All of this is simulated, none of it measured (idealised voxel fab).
Process module, titled voxel capacitor over wiring
Square cell edge 5 nm, section width 245 nm, ID cut.
Heads up, the way a cross-section reads in here is a grid of square cells, handed over as bands from the top down, with every band being one or more rows of cells. First you get the band's top height and its bottom height, in nm, and then the materials it's made of, left to right, with each width in nm. If you see a single material with "full width", that one covers the band edge to edge. "blank" is empty space. Below 0: as-received wafer, all one material; heights counted from there. Lowest band: no bottom, goes on down, written "from 0 down". Think of "30 to 40" as a width that walks from the first number to the second as you go down the band, top row to bottom row, taking equal-sized steps from row to row. No cell of the cross-section changed in a step that is given as "identical to before". "Closed void roster" - sealed voids, min. 8 cells, no opening to top; format: width x height at distance (distance from left edge; nm throughout). Past the settings on a step's line: simulator remark, on that step. What "overlay nm" on a step's line means: if the step has a mask, that mask lay this far to the right of its planned place, or, when the value is negative, to the left.
-- Steps planned for the process
1 RECEIVE with material Si
2 CONFORMAL_DEP with material SiO2, thk nm 15
3 CONFORMAL_DEP with material SiN, thk nm 5
4 DIRECTIONAL_DEP with material SiO2, thk nm 20
5 DIRECTIONAL_DEP with material aC, thk nm 10
6 PATTERN with tone open, mask id METAL_1, material resist, width nm 25, pitch nm 90, thk nm 25, overlay nm 0
7 DIRECTIONAL_ETCH with etch materials aC, depth nm 10
8 STRIP with etch materials resist
9 DIRECTIONAL_ETCH with etch materials SiO2, depth nm 20
10 DIRECTIONAL_ETCH with etch materials SiN, depth nm 5
11 STRIP with etch materials aC
12 CONFORMAL_DEP with material TiN, thk nm 5
13 FILL_DEP with material W, thk nm 10
14 CMP with height nm 40
15 CONFORMAL_DEP with material SiCN, thk nm 5
16 DIRECTIONAL_DEP with material lowk, thk nm 20
17 MASKED_ETCH with tone open, mask id PLUG_1, width nm 15, etch materials lowk, depth nm 20, overlay nm 0
18 MASKED_ETCH with tone open, mask id PLUG_1, width nm 15, etch materials SiCN, depth nm 5, overlay nm 0
19 CONFORMAL_DEP with material TiN, thk nm 5
20 FILL_DEP with material W, thk nm 5
21 CMP with height nm 65
22 DIRECTIONAL_DEP with material TiN, thk nm 10
23 DIRECTIONAL_DEP with material HfO2, thk nm 5
24 DIRECTIONAL_DEP with material TiN, thk nm 10
25 DIRECTIONAL_DEP with material aC, thk nm 15
26 PATTERN with tone cover, mask id UPPER_PLATE, material resist, width nm 70, thk nm 30, overlay nm 0
27 DIRECTIONAL_ETCH with etch materials aC, depth nm 15
28 STRIP with etch materials resist
29 DIRECTIONAL_ETCH with etch materials TiN, depth nm 10
30 DIRECTIONAL_ETCH with etch materials HfO2, depth nm 5
31 STRIP with etch materials aC
32 DIRECTIONAL_DEP with material aC, thk nm 15
33 PATTERN with tone cover, mask id LOWER_PLATE, material resist, width nm 80, thk nm 30, overlay nm 0
34 DIRECTIONAL_ETCH with etch materials aC, depth nm 15
35 STRIP with etch materials resist
36 DIRECTIONAL_ETCH with etch materials TiN, depth nm 10
37 STRIP with etch materials aC
38 FILL_DEP with material SiO2, thk nm 15
39 CMP with height nm 100
40 DIRECTIONAL_DEP with material aC, thk nm 15
41 PATTERN with tone open, mask id PLUG_2, material resist, width nm 15, thk nm 35, overlay nm 0
42 DIRECTIONAL_ETCH with etch materials aC, depth nm 15
43 STRIP with etch materials resist
44 DIRECTIONAL_ETCH with etch materials SiO2, depth nm 10
45 STRIP with etch materials aC
46 CONFORMAL_DEP with material TiN, thk nm 5
47 FILL_DEP with material Ru, thk nm 10
48 CMP with height nm 100
49 CONFORMAL_DEP with material SiN, thk nm 5
The wafers in this document start out alike and differ in the thk nm applied at step 23; the plan shows the value used for the first wafer.
-- After step 1, as received: first of several wafers, cross-section
* from 0 down = Si full width
* Closed void roster: none
-- Here's the first of several wafers in cross-section, end of the module, after the last step, step 49
* from 105 to 100 = SiN full width
* from 100 to 95 = 85 SiO2, then 5 TiN, then 5 Ru, then 5 TiN, then 145 SiO2
* from 95 to 90 = 85 SiO2, then 15 TiN, then 145 SiO2
* from 90 to 80 = 75 SiO2, then 70 TiN, then 100 SiO2
* from 80 to 75 = 75 SiO2, then 70 HfO2, then 100 SiO2
* from 75 to 65 = 70 SiO2, then 80 TiN, then 95 SiO2
* from 65 to 45 = 75 lowk, then 5 TiN, then 5 W, then 5 TiN, then 155 lowk
* from 45 to 40 = 75 SiCN, then 15 TiN, then 155 SiCN
* from 40 to 20 = 65 SiO2, then 5 TiN, then 15 W, then 5 TiN, then 65 SiO2, then 5 TiN, then 15 W, then 5 TiN, then 65 SiO2
* from 20 to 15 = 65 SiN, then 25 TiN, then 65 SiN, then 25 TiN, then 65 SiN
* from 15 to 0 = SiO2 full width
* from 0 down = Si full width
* Closed void roster: none
-- Cross-section of the final wafer among several, taken at the end of the module
* from 105 to 100 = SiN full width
* from 100 to 95 = 75 SiO2, then 70 TiN, then 100 SiO2
* from 95 to 90 = 75 SiO2, then 70 HfO2, then 100 SiO2
* from 90 to 75 = HfO2 full width
* from 75 to 65 = TiN full width
* from 65 to 45 = 75 lowk, then 5 TiN, then 5 W, then 5 TiN, then 155 lowk
* from 45 to 40 = 75 SiCN, then 15 TiN, then 155 SiCN
* from 40 to 20 = 65 SiO2, then 5 TiN, then 15 W, then 5 TiN, then 65 SiO2, then 5 TiN, then 15 W, then 5 TiN, then 65 SiO2
* from 20 to 15 = 65 SiN, then 25 TiN, then 65 SiN, then 25 TiN, then 65 SiN
* from 15 to 0 = SiO2 full width
* from 0 down = Si full width
* Closed void roster: none
-- Where each wafer stands at the end of the module, a row apiece: cells of each material gained (+) or lost (-) since it was received, then closed voids
thk nm 5 | +14 HfO2 | +1 Ru | +46 SiCN | +88 SiN | +566 SiO2 | +102 TiN | +28 W | +184 lowk | Closed void roster: none
thk nm 10 | +63 HfO2 | +46 SiCN | +88 SiN | +454 SiO2 | +166 TiN | +28 W | +184 lowk | Closed void roster: none
thk nm 15 | +112 HfO2 | +46 SiCN | +88 SiN | +408 SiO2 | +163 TiN | +28 W | +184 lowk | Closed void roster: none
thk nm 20 | +161 HfO2 | +46 SiCN | +88 SiN | +373 SiO2 | +149 TiN | +28 W | +184 lowk | Closed void roster: none
